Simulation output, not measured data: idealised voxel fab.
You're looking at the process module voxel transistor to metal.
Cross-sectional view cut (width: 190 nm; square cell size: 5 nm).
When this document writes out a cross-section, it uses a grid of square cells and lists it as bands, beginning at the top and moving down, with a band standing for one or more rows of cells.
Band: top and bottom heights (nm) first, top before bottom; then materials from left to right, widths in nm. "throughout" marks a sole material filling the band edge to edge. "blank" denotes empty space.
Height 0 is the level under which the wafer as received is all one material. The lowest band goes on downwards, as in "0 down".
The expression "30 to 40" gives the width at the extremes of the band, the first number at its top row of cells and the second at its bottom row, with the width changing by equal amounts from each row to the next in between.
When a step is marked "no alterations made", none of the cells in the cross-section changed during that step.
This entry, "Internal closed voids", enumerates those empty regions of no fewer than 8 cells that possess no open connection to the top. Each region is reported in the form width x height at distance, the distance being taken from the left edge, with all three quantities expressed in nm.
That trailing text on a step's line, after the settings, is the simulator's own remark on the step.
Regarding "overlay nm": on a step with a mask, it is the distance the mask lay to the right of its planned place; a negative value places it to the left.

## Process steps (planned)
1,RECEIVE, material Si
2,OXIDIZE, depth nm 5
3,CONFORMAL_DEP, material SiN, thk nm 15
4,MASKED_ETCH, tone cover, mask id ACTIVE, width nm 100, etch materials SiN, depth nm 15, overlay nm 0
5,MASKED_ETCH, tone cover, mask id ACTIVE, width nm 100, etch materials SiO2, depth nm 5, overlay nm 0
6,MASKED_ETCH, tone cover, mask id ACTIVE, width nm 100, etch materials Si, depth nm 30, overlay nm 0
7,FILL_DEP, material SiO2, thk nm 15
8,CMP, height nm 15
9,SELECTIVE_ETCH, etch materials SiO2, depth nm 5
10,STRIP, etch materials SiN
11,SELECTIVE_ETCH, etch materials SiO2, depth nm 5
12,OXIDIZE, depth nm 5
13,DIRECTIONAL_DEP, material polySi, thk nm 25
14,DIRECTIONAL_DEP, material SiCN, thk nm 15
15,MASKED_ETCH, tone cover, mask id GATE, width nm 20, etch materials SiCN, depth nm 25, overlay nm 0
16,MASKED_ETCH, tone cover, mask id GATE, width nm 20, etch materials polySi, depth nm 35, overlay nm 0
17,CONFORMAL_DEP, material SiN, thk nm 10
18,DIRECTIONAL_ETCH, etch materials SiN, depth nm 10
19,DIRECTIONAL_ETCH, etch materials SiO2, depth nm 5
20,DIRECTIONAL_ETCH, etch materials Si, depth nm 5
21,EPI, material nSi, thk nm 5
22,FILL_DEP, material SiO2, thk nm 5
23,CMP, height nm 35
24,DIRECTIONAL_DEP, material SiO2, thk nm 15
25,MASKED_ETCH, tone open, mask id CONTACT, width nm 20, pitch nm 70, etch materials SiO2, depth nm 60, overlay nm 0
26,CONFORMAL_DEP, material TiN, thk nm 5
27,FILL_DEP, material Ru, thk nm 10
28,CMP, height nm 50
29,DIRECTIONAL_DEP, material TiN, thk nm 5
30,DIRECTIONAL_DEP, material Ru, thk nm 15
31,PATTERN, tone cover, mask id METAL_1, material resist, width nm 20, pitch nm 70, thk nm 20, overlay nm 0
32,DIRECTIONAL_ETCH, etch materials Ru, depth nm 15
33,DIRECTIONAL_ETCH, etch materials TiN, depth nm 5
34,STRIP, etch materials resist
35,CONFORMAL_DEP, material SiN, thk nm 5
36,FILL_DEP, material SiO2, thk nm 5
37,CMP, height nm 70
38,CONFORMAL_DEP, material SiCN, thk nm 5

## Received-state cross-section, reflecting completion of step 1
  0 down | Si throughout
  Internal closed voids: none

## The first of two wafers, cross-sectioned at the end of the module, with the run proceeding as planned
  75 to 70 | SiCN throughout
  70 to 55 | SiO2 45 / SiN 5 / Ru 20 / SiN 5 / SiO2 40 / SiN 5 / Ru 20 / SiN 5 / SiO2 45
  55 to 50 | SiN 50 / TiN 20 / SiN 50 / TiN 20 / SiN 50
  50 to 35 | SiO2 50 / TiN 5 / Ru 10 / TiN 5 / SiO2 50 / TiN 5 / Ru 10 / TiN 5 / SiO2 50
  35 to 20 | SiO2 50 / TiN 5 / Ru 10 / TiN 5 / SiO2 5 / SiN 10 / SiCN 20 / SiN 10 / SiO2 5 / TiN 5 / Ru 10 / TiN 5 / SiO2 50
  20 to 5 | SiO2 50 / TiN 5 / Ru 10 / TiN 5 / SiO2 5 / SiN 10 / polySi 20 / SiN 10 / SiO2 5 / TiN 5 / Ru 10 / TiN 5 / SiO2 50
  5 to -5 | SiO2 40 / SiN 10 / TiN 5 to 10 / Ru 10 to 5 / TiN 5 / SiO2 5 / SiN 10 / polySi 20 / SiN 10 / SiO2 5 / TiN 5 / Ru 10 to 5 / TiN 5 to 10 / SiN 10 / SiO2 40
  -5 to -10 | SiO2 50 / nSi 5 / TiN 15 / nSi 5 / SiO2 40 / nSi 5 / TiN 15 / nSi 5 / SiO2 50
  -10 to -15 | SiO2 45 / Si 5 / nSi 25 / Si 40 / nSi 25 / Si 5 / SiO2 45
  -15 to -35 | SiO2 45 / Si 100 / SiO2 45
  -35 down | Si throughout
  Internal closed voids: none

## Wafer two (of two), end-of-module cross-section: start = wafer one, plan = wafer one, one run mistake
  75 to 70 | SiCN throughout
  70 to 55 | SiO2 45 / SiN 5 / Ru 20 / SiN 5 / SiO2 40 / SiN 5 / Ru 20 / SiN 5 / SiO2 45
  55 to 50 | SiN 50 / TiN 20 / SiN 50 / TiN 20 / SiN 50
  50 to 35 | SiO2 50 / TiN 5 / Ru 10 / TiN 5 / SiO2 50 / TiN 5 / Ru 10 / TiN 5 / SiO2 50
  35 to 30 | SiCN 40 / SiN 10 / TiN 5 / Ru 10 / TiN 5 / SiO2 5 / SiN 10 / SiCN 20 / SiN 10 / SiO2 5 / TiN 5 / Ru 10 / TiN 5 / SiN 10 / SiCN 40
  30 to 25 | polySi 40 / SiN 10 / TiN 20 / SiO2 5 / SiN 10 / SiCN 20 / SiN 10 / SiO2 5 / TiN 20 / SiN 10 / polySi 40
  25 to 20 | polySi 40 / SiCN 110 / polySi 40
  20 to 5 | polySi throughout
  5 to -5 | SiO2 40 / polySi 110 / SiO2 40
  -5 to -10 | SiO2 throughout
  -10 to -35 | SiO2 45 / Si 100 / SiO2 45
  -35 down | Si throughout
  Internal closed voids: none
Which mistake was made when the wafer was run? step 14 from the plan got run twice
Final wafer comparison in cells, second versus first, more or fewer per material: Ru: 26 fewer; Si: 10 more; SiCN: 34 more; SiN: 24 fewer; SiO2: 122 fewer; TiN: 28 fewer; nSi: 14 fewer; polySi: 170 more
